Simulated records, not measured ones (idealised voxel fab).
Proc. module: voxel capacitor over wiring
Square cell edge 5 nm, section width 240 nm, ID cut.
Each cross-section below is a grid of square cells, stated as bands in top-down order, with one or more rows of cells making up each band. A band entry consists of two parts. The first gives the height of the band's top and the height of its bottom, in nm. The rest lists the band's materials from left to right, each with its width in nm. A single material labelled with the word "throughout" fills the band from edge to edge, and the word "empty" marks empty space. Basically, 0 is our baseline, since under it the wafer straight out of the box is all one material. The bottom band has no lower end and keeps on going down, so it looks like "0 and below". Note: "30->40" means the width goes from the first number (top row of the band) to the second number (bottom row) in equal steps per row of cells. For the purposes of this document, the phrase "no modifications" attached to a step denotes that no cell within the cross-section was modified by that step. Reported under the label "Encapsulated voids" are the empty spaces having no open way to the top and comprising 8 cells or more; the notation for each is width x height at distance, in which the distance is measured from the left edge and all three values are in nm. Where a step's line continues beyond its settings, the continuation is a remark by the simulator itself on that step. A step's line can hold "overlay nm"; with a mask on that step, the setting says how far right of the planned place the mask lay, while a negative setting says it lay to the left.

**So here's the lineup of process steps we planned**
- 1: RECEIVE: material Si
- 2: CONFORMAL_DEP: material SiO2, thk nm 15
- 3: DIRECTIONAL_DEP: material TiN, thk nm 5
- 4: DIRECTIONAL_DEP: material W, thk nm 15
- 5: MASKED_ETCH: tone cover, mask id METAL_1, width nm 30, pitch nm 90, etch materials W, depth nm 15, overlay nm 0
- 6: MASKED_ETCH: tone cover, mask id METAL_1, width nm 30, pitch nm 90, etch materials TiN, depth nm 5, overlay nm 0
- 7: FILL_DEP: material SiO2, thk nm 10
- 8: CMP: height nm 35
- 9: CONFORMAL_DEP: material SiCN, thk nm 5
- 10: DIRECTIONAL_DEP: material lowk, thk nm 20
- 11: PATTERN: tone open, mask id PLUG_1, material resist, width nm 15, thk nm 20, overlay nm 0
- 12: DIRECTIONAL_ETCH: etch materials lowk, depth nm 20
- 13: DIRECTIONAL_ETCH: etch materials SiCN, depth nm 5
- 14: STRIP: etch materials resist
- 15: EPI: material Ru, thk nm 10
- 16: EPI: material Ru, thk nm 10
- 17: EPI: material Ru, thk nm 5
- 18: DIRECTIONAL_DEP: material TiN, thk nm 5
- 19: DIRECTIONAL_DEP: material SiN, thk nm 5
- 20: DIRECTIONAL_DEP: material TiN, thk nm 10
- 21: PATTERN: tone cover, mask id UPPER_PLATE, material resist, width nm 65, thk nm 15, overlay nm 0
- 22: DIRECTIONAL_ETCH: etch materials TiN, depth nm 10
- 23: DIRECTIONAL_ETCH: etch materials SiN, depth nm 5
- 24: STRIP: etch materials resist
- 25: MASKED_ETCH: tone cover, mask id LOWER_PLATE, width nm 75, etch materials TiN, depth nm 5, overlay nm 0
- 26: FILL_DEP: material SiO2, thk nm 15
- 27: CMP: height nm 90
- 28: DIRECTIONAL_DEP: material aC, thk nm 10
- 29: PATTERN: tone open, mask id PLUG_2, material resist, width nm 15, thk nm 25, overlay nm 0
- 30: DIRECTIONAL_ETCH: etch materials aC, depth nm 10
- 31: STRIP: etch materials resist
- 32: DIRECTIONAL_ETCH: etch materials SiO2, depth nm 10
- 33: STRIP: etch materials aC
- 34: CONFORMAL_DEP: material TiN, thk nm 5
- 35: FILL_DEP: material Ru, thk nm 5
- 36: CMP: height nm 90
- 37: CONFORMAL_DEP: material SiN, thk nm 5

**Cross-section: wafer on arrival = after step 1**
    0 and below = Si throughout
    Encapsulated voids: none

**Cross-sectional view of the first of the two wafers upon completion of the module, processed in accordance with the plan**
    95 down to 90 = SiN throughout
    90 down to 85 = SiO2=85; TiN=5; Ru=5; TiN=5; SiO2=140
    85 down to 80 = SiO2=85; TiN=15; SiO2=140
    80 down to 70 = SiO2=75; TiN=65; SiO2=100
    70 down to 65 = SiO2=75; SiN=65; SiO2=100
    65 down to 60 = SiO2=70; TiN=75; SiO2=95
    60 down to 40 = lowk=75; Ru=15; lowk=150
    40 down to 35 = SiCN=75; Ru=15; SiCN=150
    35 down to 20 = SiO2=60; W=30; SiO2=60; W=30; SiO2=60
    20 down to 15 = SiO2=60; TiN=30; SiO2=60; TiN=30; SiO2=60
    15 down to 0 = SiO2 throughout
    0 and below = Si throughout
    Encapsulated voids: none

**Cross-section, second wafer: same start as the first, same plan as the first, one mistake in running it; taken at the end of the module**
    95 down to 90 = SiN throughout
    90 down to 85 = SiO2=85; TiN=5; Ru=5; TiN=5; SiO2=140
    85 down to 80 = SiO2=85; TiN=15; SiO2=140
    80 down to 70 = SiO2=75; TiN=65; SiO2=100
    70 down to 65 = SiO2=75; SiN=65; SiO2=100
    65 down to 60 = SiO2=70; TiN=75; SiO2=95
    60 down to 40 = lowk=75; Ru=15; lowk=150
    40 down to 35 = SiCN=75; Ru=15; SiCN=150
    35 down to 30 = SiO2=60; TiN=30; SiO2=60; TiN=30; SiO2=60
    30 down to 0 = SiO2 throughout
    0 and below = Si throughout
    Encapsulated voids: none
What went wrong in running the wafer? step 2 from the plan got run twice
Final cells, second wafer relative to first, materials higher or lower: +36 SiO2, -36 W
